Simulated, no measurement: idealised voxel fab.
process module | voxel wiring stack
cross-section cut | 245 nm wide | cells 5 nm
A cross-section is a grid of square cells, given in bands from the top down. A band is one or more rows of cells.
Each band's line starts with the height of the band's top and of its bottom, in nm. Then come its materials from left to right, each with its width in nm. One material with "throughout" fills the band from edge to edge. "air" is empty space.
Height 0 is the level under which the wafer as received is all one material. The lowest band goes on downwards, as in "0 down".
A width such as "30 to 40" changes by the same amount from each row of cells to the next, from the band's top row to its bottom row.
"no change" after a step means that no cell of the cross-section changed.
closed voids: empty space of 8 cells or more with no open way to the top, each as width x height at its distance from the left edge, in nm
after a step's settings: what the simulator itself notes on the step
overlay nm, on a step with a mask: how far to the right of its planned place the mask lay; to the left if negative
plan
1 op RECEIVE | material Si
2 op CONFORMAL_DEP | material SiO2 | thk nm 15
3 op DIRECTIONAL_DEP | material TiN | thk nm 5
4 op DIRECTIONAL_DEP | material W | thk nm 25
5 op MASKED_ETCH | tone cover | mask id METAL_1 | width nm 25 | pitch nm 50 | etch materials W | depth nm 25 | overlay nm 0
6 op MASKED_ETCH | tone cover | mask id METAL_1 | width nm 25 | pitch nm 50 | etch materials TiN | depth nm 5 | overlay nm 0
7 op CONFORMAL_DEP | material SiN | thk nm 5
8 op FILL_DEP | material SiO2 | thk nm 5
9 op CMP | height nm 45
10 op CONFORMAL_DEP | material SiCN | thk nm 5
11 op DIRECTIONAL_DEP | material lowk | thk nm 15
12 op DIRECTIONAL_DEP | material aC | thk nm 15
13 op PATTERN | tone open | mask id PLUG_1 | material resist | width nm 15 | thk nm 35 | overlay nm 0
14 op DIRECTIONAL_ETCH | etch materials aC | depth nm 15
15 op STRIP | etch materials resist
16 op DIRECTIONAL_ETCH | etch materials lowk | depth nm 15
17 op DIRECTIONAL_ETCH | etch materials SiCN | depth nm 5
18 op STRIP | etch materials aC
19 op EPI | material Ru | thk nm 10
20 op EPI | material Ru | thk nm 10
21 op DIRECTIONAL_DEP | material TiN | thk nm 5
22 op DIRECTIONAL_DEP | material W | thk nm 20
23 op PATTERN | tone cover | mask id METAL_2 | material resist | width nm 25 | pitch nm 50 | thk nm 15 | overlay nm 0
24 op DIRECTIONAL_ETCH | etch materials W | depth nm 20
25 op DIRECTIONAL_ETCH | etch materials TiN | depth nm 5
26 op STRIP | etch materials resist
27 op CONFORMAL_DEP | material SiCN | thk nm 5
28 op FILL_DEP | material SiO2 | thk nm 5
29 op CMP | height nm 90
30 op CONFORMAL_DEP | material SiCN | thk nm 5
31 op DIRECTIONAL_DEP | material lowk | thk nm 30
32 op MASKED_ETCH | tone open | mask id METAL_3 | width nm 25 | pitch nm 50 | etch materials lowk | depth nm 15 | overlay nm 0
33 op PATTERN | tone open | mask id METAL_3_HOLES | material resist | width nm 15 | thk nm 15 | overlay nm 0
34 op DIRECTIONAL_ETCH | etch materials lowk | depth nm 15
35 op DIRECTIONAL_ETCH | etch materials SiCN | depth nm 5
36 op STRIP | etch materials resist
37 op CONFORMAL_DEP | material TiN | thk nm 5
38 op FILL_DEP | material Cu | thk nm 10
39 op CMP | height nm 125
40 op CONFORMAL_DEP | material SiCN | thk nm 5
as received, after step 1
  0 down: Si throughout
  closed voids: none
first wafer at the end, as planned
  130 to 125: SiCN throughout
  125 to 115: lowk 85 | TiN 5 | Cu 15 | TiN 5 | lowk 25 | TiN 5 | Cu 15 | TiN 5 | lowk 85
  115 to 110: lowk 85 | TiN 5 | Cu 5 | TiN 15 | lowk 25 | TiN 25 | lowk 85
  110 to 95: lowk 85 | TiN 5 | Cu 5 | TiN 5 | lowk 145
  95 to 90: SiCN 85 | TiN 15 | SiCN 145
  90 to 70: SiO2 80 | SiCN 5 | W 25 | SiCN 5 | SiO2 15 | SiCN 5 | W 25 | SiCN 5 | SiO2 80
  70 to 65: SiCN 85 | TiN 25 | SiCN 25 | TiN 25 | SiCN 85
  65 to 50: lowk 85 | Ru 15 | lowk 145
  50 to 45: SiCN 85 | Ru 15 | SiCN 145
  45 to 20: SiO2 80 | SiN 5 | W 25 | SiN 5 | SiO2 15 | SiN 5 | W 25 | SiN 5 | SiO2 80
  20 to 15: SiN 85 | TiN 25 | SiN 25 | TiN 25 | SiN 85
  15 to 0: SiO2 throughout
  0 down: Si throughout
  closed voids: none
second wafer at the end: like start, like plan, one mistake
  130 to 125: SiCN throughout
  125 to 115: lowk 85 | TiN 5 | Cu 15 | TiN 5 | lowk 25 | TiN 5 | Cu 15 | TiN 5 | lowk 85
  115 to 110: lowk 85 | TiN 5 | Cu 5 | TiN 15 | lowk 25 | TiN 25 | lowk 85
  110 to 95: lowk 85 | TiN 5 | Cu 5 | TiN 5 | lowk 145
  95 to 90: SiCN 85 | TiN 15 | SiCN 145
  90 to 70: SiO2 80 | SiCN 5 | W 25 | SiCN 5 | SiO2 15 | SiCN 5 | W 25 | SiCN 5 | SiO2 80
  70 to 65: SiCN 85 | TiN 25 | SiCN 25 | TiN 25 | SiCN 85
  65 to 50: lowk 85 | Ru 15 | lowk 145
  50 to 45: SiCN 85 | Ru 15 | SiCN 145
  45 to 25: SiO2 80 | SiN 5 | W 25 | SiN 5 | SiO2 15 | SiN 5 | W 25 | SiN 5 | SiO2 80
  25 to 20: SiO2 70 | SiN 15 | W 25 | SiN 5 | SiO2 5 | SiN 15 | W 25 | SiN 5 | SiO2 80
  20 to 15: SiN 75 | TiN 35 | SiN 15 | TiN 35 | SiN 85
  15 to 0: SiO2 throughout
  0 down: Si throughout
  closed voids: none
what went wrong: step 6 ran as: op MASKED_ETCH | tone cover | mask id METAL_1 | width nm 25 | pitch nm 50 | etch materials TiN | depth nm 5 | overlay nm -10
at the end the second wafer has, in cells: 4 fewer of SiO2 | 4 more of TiN
